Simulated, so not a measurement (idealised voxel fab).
Process module, titled voxel capacitor over wiring
Square cell edge 5 nm, section width 170 nm, ID cut.
Notation: cross-section as square-cell grid; stated in bands, top first, going down; one or more cell rows per band. This entry defines a band. It first specifies the height of the band's top and the height of its bottom in nm, and then specifies the band's materials from left to right, stating each material with its width in nm. The word "all across" identifies a single material that fills the band from edge to edge, while the word "empty" identifies empty space. Beneath 0, the wafer as received is one material, and that level is where height counting begins. The lowest band goes on downward without a bottom; it is written like "0 -> down". Read "30->40" as a graded width: first number on top, second number at the bottom, same change between each pair of neighbouring rows. When a step is marked "nothing altered", none of the cells in the cross-section changed during that step. Entry "Closed internal cavities" = empty spaces >= 8 cells with no open way to the top; each as width x height at distance, distance from left edge, all nm. Note: text after step settings on the step line = simulator remark on that step. The "overlay nm" setting may appear on a step's line; for a step that uses a mask, it gives how far to the right of its planned position the mask lay, and a negative value indicates the left.
Set out below are the planned steps of the process:
1. RECEIVE (material Si)
2. CONFORMAL_DEP (material SiO2; thk nm 15)
3. CONFORMAL_DEP (material SiN; thk nm 5)
4. DIRECTIONAL_DEP (material SiO2; thk nm 25)
5. DIRECTIONAL_DEP (material aC; thk nm 15)
6. PATTERN (tone open; mask id METAL_1; material resist; width nm 30; pitch nm 90; thk nm 30; overlay nm 0)
7. DIRECTIONAL_ETCH (etch materials aC; depth nm 15)
8. STRIP (etch materials resist)
9. DIRECTIONAL_ETCH (etch materials SiO2; depth nm 25)
10. DIRECTIONAL_ETCH (etch materials SiN; depth nm 5)
11. STRIP (etch materials aC)
12. CONFORMAL_DEP (material TiN; thk nm 5)
13. FILL_DEP (material Cu; thk nm 10)
14. CMP (height nm 45)
15. CONFORMAL_DEP (material SiCN; thk nm 5)
16. DIRECTIONAL_DEP (material SiO2; thk nm 15)
17. PATTERN (tone open; mask id PLUG_1; material resist; width nm 15; thk nm 20; overlay nm 0)
18. DIRECTIONAL_ETCH (etch materials SiO2; depth nm 15)
19. DIRECTIONAL_ETCH (etch materials SiCN; depth nm 5)
20. STRIP (etch materials resist)
21. CONFORMAL_DEP (material TiN; thk nm 5)
22. FILL_DEP (material W; thk nm 5)
23. CMP (height nm 65)
24. DIRECTIONAL_DEP (material TiN; thk nm 5)
25. DIRECTIONAL_DEP (material SiN; thk nm 5)
26. DIRECTIONAL_DEP (material TiN; thk nm 5)
27. MASKED_ETCH (tone cover; mask id UPPER_PLATE; width nm 65; etch materials TiN; depth nm 5; overlay nm 0)
28. MASKED_ETCH (tone cover; mask id UPPER_PLATE; width nm 65; etch materials SiN; depth nm 5; overlay nm 0)
29. DIRECTIONAL_DEP (material aC; thk nm 15)
30. PATTERN (tone cover; mask id LOWER_PLATE; material resist; width nm 75; thk nm 35; overlay nm 0)
31. DIRECTIONAL_ETCH (etch materials aC; depth nm 15)
32. STRIP (etch materials resist)
33. DIRECTIONAL_ETCH (etch materials TiN; depth nm 5)
34. STRIP (etch materials aC)
35. FILL_DEP (material SiO2; thk nm 15)
36. CMP (height nm 90)
37. MASKED_ETCH (tone open; mask id PLUG_2; width nm 15; etch materials SiO2; depth nm 5; overlay nm 0)
38. CONFORMAL_DEP (material TiN; thk nm 5)
39. FILL_DEP (material Cu; thk nm 5)
40. CMP (height nm 90)
41. CONFORMAL_DEP (material SiCN; thk nm 5)
The plan's step 37 depth nm is the first wafer's value; the wafers differ in this setting and start identical.
The as-received cross-section of the first of several wafers corresponds to the state after step 1:
	0 -> down = Si all across
	Closed internal cavities: none
Basically each wafer gets a line in the table, showing it at the end of the module: material by material, the cells it gained (+) or lost (-) since we got it, then its closed voids:
depth nm 5 | +40 Cu | +65 SiCN | +35 SiN | +431 SiO2 | +72 TiN | +3 W | Closed internal cavities: none
depth nm 10 | +41 Cu | +65 SiCN | +35 SiN | +428 SiO2 | +74 TiN | +3 W | Closed internal cavities: none
depth nm 15 | +41 Cu | +65 SiCN | +35 SiN | +428 SiO2 | +74 TiN | +3 W | Closed internal cavities: none
depth nm 20 | +41 Cu | +65 SiCN | +35 SiN | +428 SiO2 | +74 TiN | +3 W | Closed internal cavities: none
depth nm 25 | +41 Cu | +65 SiCN | +35 SiN | +428 SiO2 | +74 TiN | +3 W | Closed internal cavities: none
